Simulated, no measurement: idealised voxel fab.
Process module, titled voxel plated lines
Displayed cross-section: cut, width of 225 nm, square cells sized 5 nm.
Bands, listed from the top down, are how a cross-section gets written in this document; the cross-section itself is a grid of square cells, and a band is one or more rows of them. Band: top height; bottom height; in nm. Then, left to right: material with width in nm, for each material. "full width": a single material spanning edge to edge. "blank": empty space. Where do heights start? At 0: under that level the wafer as delivered is made of one material only. And the lowest band has no floor; it just carries on downward, as in "0 and below". Graded width ("30..40"): value in top row of band = first number; value in bottom row = second number; row-to-row change constant. "nothing was modified" means the step left every cell of the cross-section as it was. The entry titled "Entrapped void list" provides the empty spaces that have no open way to the top, restricted to those of 8 cells or more. Each is presented as width x height at distance, the distance being measured from the left edge, with all three in nm. If you see something after the settings on a step's line, that's the simulator's own remark about that step. "overlay nm" on a masked step: distance the mask lay right of its planned place, negative for left. Below you will find pairs of cross-sections. In each, one shows the wafer before one process step and the other after it, with the after view ending at the lowest band that changed. Under each pair is the step separating them, along with its settings. Do not assume the pairs form a chain: they can come from different runs of this module on the same starting wafer, and a pair continues from the pair above it only when its "Pre-process" entry says so.

Pre-process
    0 and below = Si full width
    Entrapped void list: none

Step Result
    10 down to 0 = Al2O3 full width
    Nothing below the height 0 has changed.
    Entrapped void list: none
Going from one cross-section above to the next, the wafer undergoes CONFORMAL_DEP | material Al2O3 | thk nm 10

Pre-process: as shown after the step in the preceding pair, directly above.

Step Result
    15 down to 10 = TiN full width
    Nothing below the height 10 has changed.
    Entrapped void list: none
Going from one cross-section above to the next, the wafer undergoes DIRECTIONAL_DEP | material TiN | thk nm 5

Pre-process: as shown after the step in the preceding pair, directly above.

Step Result
    45 down to 15 = resist: 85, blank: 15, resist: 25, blank: 15, resist: 85
    Nothing below the height 15 has changed.
    Entrapped void list: none
Going from one cross-section above to the next, the wafer undergoes PATTERN | tone open | mask id LINES | material resist | width nm 15 | pitch nm 40 | thk nm 30 | overlay nm 0

Pre-process: as shown after the step in the preceding pair, directly above.

Step Result
    45 down to 20 = resist: 85, blank: 15, resist: 25, blank: 15, resist: 85
    20 down to 15 = resist: 85, Ru: 15, resist: 25, Ru: 15, resist: 85
    Nothing below the height 15 has changed.
    Entrapped void list: none
Going from one cross-section above to the next, the wafer undergoes EPI | material Ru | thk nm 5

Pre-process: as shown after the step in the preceding pair, directly above.

Step Result
    45 down to 25 = resist: 85, blank: 15, resist: 25, blank: 15, resist: 85
    25 down to 15 = resist: 85, Ru: 15, resist: 25, Ru: 15, resist: 85
    Nothing below the height 15 has changed.
    Entrapped void list: none
Going from one cross-section above to the next, the wafer undergoes EPI | material Ru | thk nm 5

Pre-process: as shown after the step in the preceding pair, directly above.

Step Result
    25 down to 15 = blank: 85, Ru: 15, blank: 25, Ru: 15, blank: 85
    Nothing below the height 15 has changed.
    Entrapped void list: none
Going from one cross-section above to the next, the wafer undergoes STRIP | etch materials resist

Pre-process: as shown after the step in the preceding pair, directly above.

Step Result
    25 down to 15 = blank: 85, Ru: 15, blank: 25, Ru: 15, blank: 85
    15 down to 10 = blank: 85, TiN: 15, blank: 25, TiN: 15, blank: 85
    Nothing below the height 10 has changed.
    Entrapped void list: none
Going from one cross-section above to the next, the wafer undergoes DIRECTIONAL_ETCH | etch materials TiN | depth nm 5

Pre-process: as shown after the step in the preceding pair, directly above.

Step Result
    35 down to 25 = blank: 75, SiO2: 35, blank: 5, SiO2: 35, blank: 75
    25 down to 20 = blank: 75, SiO2: 10, Ru: 15, SiO2: 10, blank: 5, SiO2: 10, Ru: 15, SiO2: 10, blank: 75
    20 down to 15 = SiO2: 85, Ru: 15, SiO2: 25, Ru: 15, SiO2: 85
    15 down to 10 = SiO2: 85, TiN: 15, SiO2: 25, TiN: 15, SiO2: 85
    Nothing below the height 10 has changed.
    Entrapped void list: none
Going from one cross-section above to the next, the wafer undergoes CONFORMAL_DEP | material SiO2 | thk nm 10

Pre-process
    45 down to 20 = resist: 85, blank: 15, resist: 25, blank: 15, resist: 85
    20 down to 15 = resist: 85, Ru: 15, resist: 25, Ru: 15, resist: 85
    15 down to 10 = TiN full width
    10 down to 0 = Al2O3 full width
    0 and below = Si full width
    Entrapped void list: none

Step Result
    20 down to 15 = blank: 85, Ru: 15, blank: 25, Ru: 15, blank: 85
    Nothing below the height 15 has changed.
    Entrapped void list: none
Going from one cross-section above to the next, the wafer undergoes STRIP | etch materials resist

Pre-process: as shown after the step in the preceding pair, directly above.

Step Result
    25 down to 20 = blank: 80, Ru: 25, blank: 15, Ru: 25, blank: 80
    20 down to 15 = Ru full width
    Nothing below the height 15 has changed.
    Entrapped void list: none
Going from one cross-section above to the next, the wafer undergoes EPI | material Ru | thk nm 5

Pre-process: as shown after the step in the preceding pair, directly above.

Step Result
    35 down to 30 = blank: 70, SiO2: 85, blank: 70
    30 down to 25 = SiO2 full width
    25 down to 20 = SiO2: 80, Ru: 25, SiO2: 15, Ru: 25, SiO2: 80
    Nothing below the height 20 has changed.
    Entrapped void list: none
Going from one cross-section above to the next, the wafer undergoes CONFORMAL_DEP | material SiO2 | thk nm 10

Pre-process
    10 down to 0 = Al2O3 full width
    0 and below = Si full width
    Entrapped void list: none

Step Result
    25 down to 10 = TiN full width
    Nothing below the height 10 has changed.
    Entrapped void list: none
Going from one cross-section above to the next, the wafer undergoes DIRECTIONAL_DEP | material TiN | thk nm 15

Pre-process: as shown after the step in the preceding pair, directly above.

Step Result
    55 down to 25 = resist: 85, blank: 15, resist: 25, blank: 15, resist: 85
    Nothing below the height 25 has changed.
    Entrapped void list: none
Going from one cross-section above to the next, the wafer undergoes PATTERN | tone open | mask id LINES | material resist | width nm 15 | pitch nm 40 | thk nm 30 | overlay nm 0

Pre-process: as shown after the step in the preceding pair, directly above.

Step Result
    55 down to 30 = resist: 85, blank: 15, resist: 25, blank: 15, resist: 85
    30 down to 25 = resist: 85, Ru: 15, resist: 25, Ru: 15, resist: 85
    Nothing below the height 25 has changed.
    Entrapped void list: none
Going from one cross-section above to the next, the wafer undergoes EPI | material Ru | thk nm 5

Pre-process: as shown after the step in the preceding pair, directly above.

Step Result
    55 down to 35 = resist: 85, blank: 15, resist: 25, blank: 15, resist: 85
    35 down to 25 = resist: 85, Ru: 15, resist: 25, Ru: 15, resist: 85
    Nothing below the height 25 has changed.
    Entrapped void list: none
Going from one cross-section above to the next, the wafer undergoes EPI | material Ru | thk nm 5

Pre-process: as shown after the step in the preceding pair, directly above.

Step Result
    35 down to 25 = blank: 85, Ru: 15, blank: 25, Ru: 15, blank: 85
    Nothing below the height 25 has changed.
    Entrapped void list: none
Going from one cross-section above to the next, the wafer undergoes STRIP | etch materials resist

Pre-process: as shown after the step in the preceding pair, directly above.

Step Result
    35 down to 25 = blank: 85, Ru: 15, blank: 25, Ru: 15, blank: 85
    25 down to 20 = blank: 85, TiN: 15, blank: 25, TiN: 15, blank: 85
    Nothing below the height 20 has changed.
    Entrapped void list: none
Going from one cross-section above to the next, the wafer undergoes DIRECTIONAL_ETCH | etch materials TiN | depth nm 5

Pre-process: as shown after the step in the preceding pair, directly above.

Step Result
    45 down to 35 = blank: 75, SiO2: 35, blank: 5, SiO2: 35, blank: 75
    35 down to 30 = blank: 75, SiO2: 10, Ru: 15, SiO2: 10, blank: 5, SiO2: 10, Ru: 15, SiO2: 10, blank: 75
    30 down to 25 = SiO2: 85, Ru: 15, SiO2: 25, Ru: 15, SiO2: 85
    25 down to 20 = SiO2: 85, TiN: 15, SiO2: 25, TiN: 15, SiO2: 85
    Nothing below the height 20 has changed.
    Entrapped void list: none
Going from one cross-section above to the next, the wafer undergoes CONFORMAL_DEP | material SiO2 | thk nm 10

Pre-process
    15 down to 10 = TiN full width
    10 down to 0 = Al2O3 full width
    0 and below = Si full width
    Entrapped void list: none

Step Result
    45 down to 15 = resist: 80, blank: 25, resist: 15, blank: 25, resist: 80
    Nothing below the height 15 has changed.
    Entrapped void list: none
Going from one cross-section above to the next, the wafer undergoes PATTERN | tone open | mask id LINES | material resist | width nm 25 | pitch nm 40 | thk nm 30 | overlay nm 0

Pre-process: as shown after the step in the preceding pair, directly above.

Step Result
    45 down to 20 = resist: 80, blank: 25, resist: 15, blank: 25, resist: 80
    20 down to 15 = resist: 80, Ru: 25, resist: 15, Ru: 25, resist: 80
    Nothing below the height 15 has changed.
    Entrapped void list: none
Going from one cross-section above to the next, the wafer undergoes EPI | material Ru | thk nm 5

Pre-process: as shown after the step in the preceding pair, directly above.

Step Result
    45 down to 25 = resist: 80, blank: 25, resist: 15, blank: 25, resist: 80
    25 down to 15 = resist: 80, Ru: 25, resist: 15, Ru: 25, resist: 80
    Nothing below the height 15 has changed.
    Entrapped void list: none
Going from one cross-section above to the next, the wafer undergoes EPI | material Ru | thk nm 5

Pre-process: as shown after the step in the preceding pair, directly above.

Step Result
    25 down to 15 = blank: 80, Ru: 25, blank: 15, Ru: 25, blank: 80
    Nothing below the height 15 has changed.
    Entrapped void list: none
Going from one cross-section above to the next, the wafer undergoes STRIP | etch materials resist

Pre-process: as shown after the step in the preceding pair, directly above.

Step Result
    25 down to 15 = blank: 80, Ru: 25, blank: 15, Ru: 25, blank: 80
    15 down to 10 = blank: 80, TiN: 25, blank: 15, TiN: 25, blank: 80
    Nothing below the height 10 has changed.
    Entrapped void list: none
Going from one cross-section above to the next, the wafer undergoes DIRECTIONAL_ETCH | etch materials TiN | depth nm 5

Pre-process: as shown after the step in the preceding pair, directly above.

Step Result
    35 down to 25 = blank: 70, SiO2: 85, blank: 70
    25 down to 20 = blank: 70, SiO2: 10, Ru: 25, SiO2: 15, Ru: 25, SiO2: 10, blank: 70
    20 down to 15 = SiO2: 80, Ru: 25, SiO2: 15, Ru: 25, SiO2: 80
    15 down to 10 = SiO2: 80, TiN: 25, SiO2: 15, TiN: 25, SiO2: 80
    Nothing below the height 10 has changed.
    Entrapped void list: none
Going from one cross-section above to the next, the wafer undergoes CONFORMAL_DEP | material SiO2 | thk nm 10

Pre-process
    15 down to 10 = TiN full width
    10 down to 0 = Al2O3 full width
    0 and below = Si full width
    Entrapped void list: none

Step Result
    45 down to 15 = resist: 80, blank: 15, resist: 25, blank: 15, resist: 90
    Nothing below the height 15 has changed.
    Entrapped void list: none
Going from one cross-section above to the next, the wafer undergoes PATTERN | tone open | mask id LINES | material resist | width nm 15 | pitch nm 40 | thk nm 30 | overlay nm -5

Pre-process: as shown after the step in the preceding pair, directly above.

Step Result
    45 down to 20 = resist: 80, blank: 15, resist: 25, blank: 15, resist: 90
    20 down to 15 = resist: 80, Ru: 15, resist: 25, Ru: 15, resist: 90
    Nothing below the height 15 has changed.
    Entrapped void list: none
Going from one cross-section above to the next, the wafer undergoes EPI | material Ru | thk nm 5

Pre-process: as shown after the step in the preceding pair, directly above.

Step Result
    45 down to 25 = resist: 80, blank: 15, resist: 25, blank: 15, resist: 90
    25 down to 15 = resist: 80, Ru: 15, resist: 25, Ru: 15, resist: 90
    Nothing below the height 15 has changed.
    Entrapped void list: none
Going from one cross-section above to the next, the wafer undergoes EPI | material Ru | thk nm 5

Pre-process: as shown after the step in the preceding pair, directly above.

Step Result
    25 down to 15 = blank: 80, Ru: 15, blank: 25, Ru: 15, blank: 90
    Nothing below the height 15 has changed.
    Entrapped void list: none
Going from one cross-section above to the next, the wafer undergoes STRIP | etch materials resist

Pre-process: as shown after the step in the preceding pair, directly above.

Step Result
    25 down to 15 = blank: 80, Ru: 15, blank: 25, Ru: 15, blank: 90
    15 down to 10 = blank: 80, TiN: 15, blank: 25, TiN: 15, blank: 90
    Nothing below the height 10 has changed.
    Entrapped void list: none
Going from one cross-section above to the next, the wafer undergoes DIRECTIONAL_ETCH | etch materials TiN | depth nm 5

Pre-process: as shown after the step in the preceding pair, directly above.

Step Result
    35 down to 25 = blank: 70, SiO2: 35, blank: 5, SiO2: 35, blank: 80
    25 down to 20 = blank: 70, SiO2: 10, Ru: 15, SiO2: 10, blank: 5, SiO2: 10, Ru: 15, SiO2: 10, blank: 80
    20 down to 15 = SiO2: 80, Ru: 15, SiO2: 25, Ru: 15, SiO2: 90
    15 down to 10 = SiO2: 80, TiN: 15, SiO2: 25, TiN: 15, SiO2: 90
    Nothing below the height 10 has changed.
    Entrapped void list: none
Going from one cross-section above to the next, the wafer undergoes CONFORMAL_DEP | material SiO2 | thk nm 10

Pre-process
    10 down to 0 = Al2O3 full width
    0 and below = Si full width
    Entrapped void list: none

Step Result
    15 down to 0 = Al2O3 full width
    Nothing below the height 0 has changed.
    Entrapped void list: none
Going from one cross-section above to the next, the wafer undergoes DIRECTIONAL_DEP | material Al2O3 | thk nm 5

Pre-process: as shown after the step in the preceding pair, directly above.

Step Result
    45 down to 15 = resist: 85, blank: 15, resist: 25, blank: 15, resist: 85
    Nothing below the height 15 has changed.
    Entrapped void list: none
Going from one cross-section above to the next, the wafer undergoes PATTERN | tone open | mask id LINES | material resist | width nm 15 | pitch nm 40 | thk nm 30 | overlay nm 0

Pre-process: as shown after the step in the preceding pair, directly above.

Step Result
    15 down to 0 = Al2O3 full width
    Nothing below the height 0 has changed.
    Entrapped void list: none
Going from one cross-section above to the next, the wafer undergoes STRIP | etch materials resist

Pre-process: as shown after the step in the preceding pair, directly above.

Step Result
    25 down to 15 = SiO2 full width
    Nothing below the height 15 has changed.
    Entrapped void list: none
Going from one cross-section above to the next, the wafer undergoes CONFORMAL_DEP | material SiO2 | thk nm 10

Pre-process
    15 down to 10 = TiN full width
    10 down to 0 = Al2O3 full width
    0 and below = Si full width
    Entrapped void list: none

Step Result
    45 down to 15 = blank: 85, resist: 15, blank: 25, resist: 15, blank: 85
    Nothing below the height 15 has changed.
    Entrapped void list: none
Going from one cross-section above to the next, the wafer undergoes PATTERN | tone cover | mask id LINES | material resist | width nm 15 | pitch nm 40 | thk nm 30 | overlay nm 0

Pre-process: as shown after the step in the preceding pair, directly above.

Step Result
    45 down to 20 = blank: 85, resist: 15, blank: 25, resist: 15, blank: 85
    20 down to 15 = Ru: 85, resist: 15, Ru: 25, resist: 15, Ru: 85
    Nothing below the height 15 has changed.
    Entrapped void list: none
Going from one cross-section above to the next, the wafer undergoes EPI | material Ru | thk nm 5

Pre-process: as shown after the step in the preceding pair, directly above.

Step Result
    45 down to 25 = blank: 85, resist: 15, blank: 25, resist: 15, blank: 85
    25 down to 15 = Ru: 85, resist: 15, Ru: 25, resist: 15, Ru: 85
    Nothing below the height 15 has changed.
    Entrapped void list: none
Going from one cross-section above to the next, the wafer undergoes EPI | material Ru | thk nm 5

Pre-process: as shown after the step in the preceding pair, directly above.

Step Result
    25 down to 15 = Ru: 85, blank: 15, Ru: 25, blank: 15, Ru: 85
    Nothing below the height 15 has changed.
    Entrapped void list: none
Going from one cross-section above to the next, the wafer undergoes STRIP | etch materials resist

Pre-process: as shown after the step in the preceding pair, directly above.

Step Result
    25 down to 15 = Ru: 85, blank: 15, Ru: 25, blank: 15, Ru: 85
    15 down to 10 = TiN: 85, blank: 15, TiN: 25, blank: 15, TiN: 85
    Nothing below the height 10 has changed.
    Entrapped void list: none
Going from one cross-section above to the next, the wafer undergoes DIRECTIONAL_ETCH | etch materials TiN | depth nm 5

Pre-process: as shown after the step in the preceding pair, directly above.

Step Result
    35 down to 25 = SiO2 full width
    25 down to 15 = Ru: 85, SiO2: 15, Ru: 25, SiO2: 15, Ru: 85
    15 down to 10 = TiN: 85, SiO2: 15, TiN: 25, SiO2: 15, TiN: 85
    Nothing below the height 10 has changed.
    Entrapped void list: none
Going from one cross-section above to the next, the wafer undergoes CONFORMAL_DEP | material SiO2 | thk nm 10
